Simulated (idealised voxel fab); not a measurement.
A process module follows: voxel self aligned contacts.
Square cells of 5 nm make up the cross-section cut, whose width is 230 nm.
For the purposes of this document, a cross-section shall be understood as a grid of square cells, specified as bands listed in top-to-bottom order, each band consisting of one or more rows of cells. In this notation a band is specified by the heights of its top and bottom, in that order and in nm, after which its materials appear from left to right, each paired with its width in nm. The word "full width" attached to a single material means that material fills the band from edge to edge; the word "empty" stands for empty space. Heights are expressed relative to 0, this being the level below which the as-received wafer comprises one material exclusively. The lowest band is unbounded in the downward direction and is denoted as in "top 0, no bottom". A width given as "30 to 40" starts at the first number in the band's top row and ends at the second number in its bottom row, shifting by an equal amount at every step from row to row. Basically "left unchanged" means that step didn't change any cell in the cross-section. Enclosed void catalog: empty space of 8 cells or more with no open way to the top, each as width x height at its distance from the left edge, in nm. Formally, on a step line, whatever follows the settings is a remark that the simulator itself makes on the step. You can add "overlay nm" to a step's line. For a step with a mask, it describes how far the mask lay to the right of its planned position, and a negative number describes a lay to the left.

This section lists the process steps that were planned
1,RECEIVE (material Si)
2,OXIDIZE (depth nm 5)
3,DIRECTIONAL_DEP (material polySi; thk nm 30)
4,DIRECTIONAL_DEP (material SiN; thk nm 25)
5,PATTERN (tone cover; mask id GATE; material resist; width nm 30; pitch nm 65; thk nm 20; overlay nm 0)
6,DIRECTIONAL_ETCH (etch materials SiN; depth nm 25)
7,DIRECTIONAL_ETCH (etch materials polySi; depth nm 30)
8,STRIP (etch materials resist)
9,CONFORMAL_DEP (material SiN; thk nm 10)
10,DIRECTIONAL_ETCH (etch materials SiN; depth nm 10)
11,FILL_DEP (material SiO2; thk nm 20)
12,CMP (height nm 65)
13,DIRECTIONAL_DEP (material aC; thk nm 15)
14,PATTERN (tone open; mask id CONTACT; material resist; width nm 45; pitch nm 65; thk nm 35; overlay nm 0)
15,DIRECTIONAL_ETCH (etch materials aC; depth nm 15)
16,STRIP (etch materials resist)
17,DIRECTIONAL_ETCH (etch materials SiO2; depth nm 70)
18,STRIP (etch materials aC)
19,CONFORMAL_DEP (material TiN; thk nm 5)
20,FILL_DEP (material W; thk nm 10)
21,CMP (height nm 65)
22,CONFORMAL_DEP (material SiCN; thk nm 5)

So this is the incoming wafer in cross-section - it's already been through step 1
top 0, no bottom = Si full width
Enclosed void catalog: none

Post-module cross-section of the first of two wafers (run per plan)
top 70, bottom 65 = SiCN full width
top 65, bottom 55 = SiO2=60 | TiN=5 to 20 | W=35 to 5 | TiN=5 to 20 | SiO2=20 | TiN=5 to 20 | W=35 to 5 | TiN=5 to 20 | SiO2=60
top 55, bottom 30 = SiO2=25 | SiN=50 | TiN=5 | W=5 | TiN=5 | SiN=50 | TiN=5 | W=5 | TiN=5 | SiN=50 | SiO2=25
top 30, bottom 0 = SiO2=25 | SiN=10 | polySi=30 | SiN=10 | TiN=5 | W=5 | TiN=5 | SiN=10 | polySi=30 | SiN=10 | TiN=5 | W=5 | TiN=5 | SiN=10 | polySi=30 | SiN=10 | SiO2=25
top 0, bottom -5 = SiO2=75 | TiN=15 | SiO2=50 | TiN=15 | SiO2=75
top -5, no bottom = Si full width
Enclosed void catalog: none

Same start, same plan as the first wafer - but one mistake in the run. Cross-section of the second of the two at the end of the module
top 85, bottom 80 = SiCN full width
top 80, bottom 70 = W full width
top 70, bottom 65 = TiN=65 | W=35 | TiN=30 | W=35 | TiN=65
top 65, bottom 55 = SiO2=60 | TiN=5 to 20 | W=35 to 5 | TiN=5 to 20 | SiO2=20 | TiN=5 to 20 | W=35 to 5 | TiN=5 to 20 | SiO2=60
top 55, bottom 30 = SiO2=25 | SiN=50 | TiN=5 | W=5 | TiN=5 | SiN=50 | TiN=5 | W=5 | TiN=5 | SiN=50 | SiO2=25
top 30, bottom 0 = SiO2=25 | SiN=10 | polySi=30 | SiN=10 | TiN=5 | W=5 | TiN=5 | SiN=10 | polySi=30 | SiN=10 | TiN=5 | W=5 | TiN=5 | SiN=10 | polySi=30 | SiN=10 | SiO2=25
top 0, bottom -5 = SiO2=75 | TiN=15 | SiO2=50 | TiN=15 | SiO2=75
top -5, no bottom = Si full width
Enclosed void catalog: none
Error vs. plan: step 21 from the plan never happened, it was just skipped
Upon completion, the second wafer contains, in terms of cells, a greater or smaller amount of certain materials than the first wafer: +32 TiN, +106 W
